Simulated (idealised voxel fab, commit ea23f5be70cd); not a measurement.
The following is a process module called voxel capacitor over wiring.
cross-section cut | 165 nm wide | cells 5 nm
If you're reading a cross-section in this doc, picture square cells in a grid; it comes to you as bands, top ones listed first down to the bottom, and a band can be one or more rows of cells.
Within each band entry, the heights of the top and of the bottom of the band appear first, in that order and in nm; the materials of the band then follow from left to right, each with its corresponding width in nm. The designation "edge to edge" on a single material indicates that it fills the band from edge to edge; the designation "blank" indicates empty space.
Ref level 0: as-received wafer is one material below here. Bottom band extends down with no lower bound ("0 down").
Read "30..40" as a graded width: first number on top, second number at the bottom, same change between each pair of neighbouring rows.
Reading "same as before" for a step: not a cell of the cross-section changed in it.
So "Closed void table" is basically the list of trapped voids: any empty space of 8 cells or more that can't reach the top through an opening. They're written width x height at distance, the distance being from the left edge, and it's all nm.
Formally, on a step line, whatever follows the settings is a remark that the simulator itself makes on the step.
"overlay nm" answers the question of how far to the right of plan the mask lay on a step that has a mask, and when it is negative the answer is to the left.
**The following list gives the planned process steps**
- 1: RECEIVE | material Si
- 2: CONFORMAL_DEP | material SiO2 | thk nm 10
- 3: DIRECTIONAL_DEP | material TiN | thk nm 5
- 4: DIRECTIONAL_DEP | material Ru | thk nm 25
- 5: DIRECTIONAL_DEP | material aC | thk nm 15
- 6: PATTERN | tone cover | mask id METAL_1 | material resist | width nm 20 | pitch nm 75 | thk nm 35 | overlay nm 0
- 7: DIRECTIONAL_ETCH | etch materials aC | depth nm 15
- 8: STRIP | etch materials resist
- 9: DIRECTIONAL_ETCH | etch materials Ru | depth nm 25
- 10: DIRECTIONAL_ETCH | etch materials TiN | depth nm 5
- 11: STRIP | etch materials aC
- 12: FILL_DEP | material SiO2 | thk nm 10
- 13: CMP | height nm 40
- 14: CONFORMAL_DEP | material SiCN | thk nm 5
- 15: DIRECTIONAL_DEP | material SiO2 | thk nm 20
- 16: DIRECTIONAL_DEP | material aC | thk nm 15
- 17: PATTERN | tone open | mask id PLUG_1 | material resist | width nm 15 | thk nm 30 | overlay nm 0
- 18: DIRECTIONAL_ETCH | etch materials aC | depth nm 15
- 19: STRIP | etch materials resist
- 20: DIRECTIONAL_ETCH | etch materials SiO2 | depth nm 20
- 21: DIRECTIONAL_ETCH | etch materials SiCN | depth nm 5
- 22: STRIP | etch materials aC
- 23: EPI | material Ru | thk nm 10
- 24: EPI | material Ru | thk nm 10
- 25: EPI | material Ru | thk nm 5
- 26: DIRECTIONAL_DEP | material TiN | thk nm 5
- 27: DIRECTIONAL_DEP | material HfO2 | thk nm 5
- 28: DIRECTIONAL_DEP | material TiN | thk nm 10
- 29: MASKED_ETCH | tone cover | mask id UPPER_PLATE | width nm 60 | etch materials TiN | depth nm 10 | overlay nm 0
- 30: MASKED_ETCH | tone cover | mask id UPPER_PLATE | width nm 60 | etch materials HfO2 | depth nm 5 | overlay nm 0
- 31: MASKED_ETCH | tone cover | mask id LOWER_PLATE | width nm 70 | etch materials TiN | depth nm 5 | overlay nm 0
- 32: FILL_DEP | material SiO2 | thk nm 20
- 33: CMP | height nm 100
- 34: MASKED_ETCH | tone open | mask id PLUG_2 | width nm 15 | etch materials SiO2 | depth nm 15 | overlay nm -15
- 35: CONFORMAL_DEP | material TiN | thk nm 5
- 36: FILL_DEP | material Cu | thk nm 10
- 37: CMP | height nm 100
- 38: CONFORMAL_DEP | material SiN | thk nm 5
All wafers enter the flow in the same state. The overlay nm at step 34 differs from wafer to wafer, and the plan gives the value for the first wafer.
**As-received state after step 1, first of several wafers, cross-section**
    0 down  Si edge to edge
    Closed void table: none
**Take any row and you have a wafer at the end of the module: how many cells of each material it has gained (+) or lost (-) since it was received, and then its closed voids**
overlay nm -15 | +2 Cu | +12 HfO2 | +55 Ru | +30 SiCN | +33 SiN | +508 SiO2 | +53 TiN | Closed void table: none
overlay nm -10 | +2 Cu | +12 HfO2 | +55 Ru | +30 SiCN | +33 SiN | +508 SiO2 | +53 TiN | Closed void table: none
overlay nm -5 | +2 Cu | +12 HfO2 | +55 Ru | +30 SiCN | +33 SiN | +508 SiO2 | +53 TiN | Closed void table: none
overlay nm 0 | +2 Cu | +12 HfO2 | +55 Ru | +30 SiCN | +33 SiN | +508 SiO2 | +53 TiN | Closed void table: none
overlay nm 5 | +2 Cu | +12 HfO2 | +55 Ru | +30 SiCN | +33 SiN | +508 SiO2 | +53 TiN | Closed void table: none
overlay nm 10 | +2 Cu | +12 HfO2 | +55 Ru | +30 SiCN | +33 SiN | +508 SiO2 | +53 TiN | Closed void table: none
overlay nm 15 | +2 Cu | +12 HfO2 | +55 Ru | +30 SiCN | +33 SiN | +508 SiO2 | +53 TiN | Closed void table: none
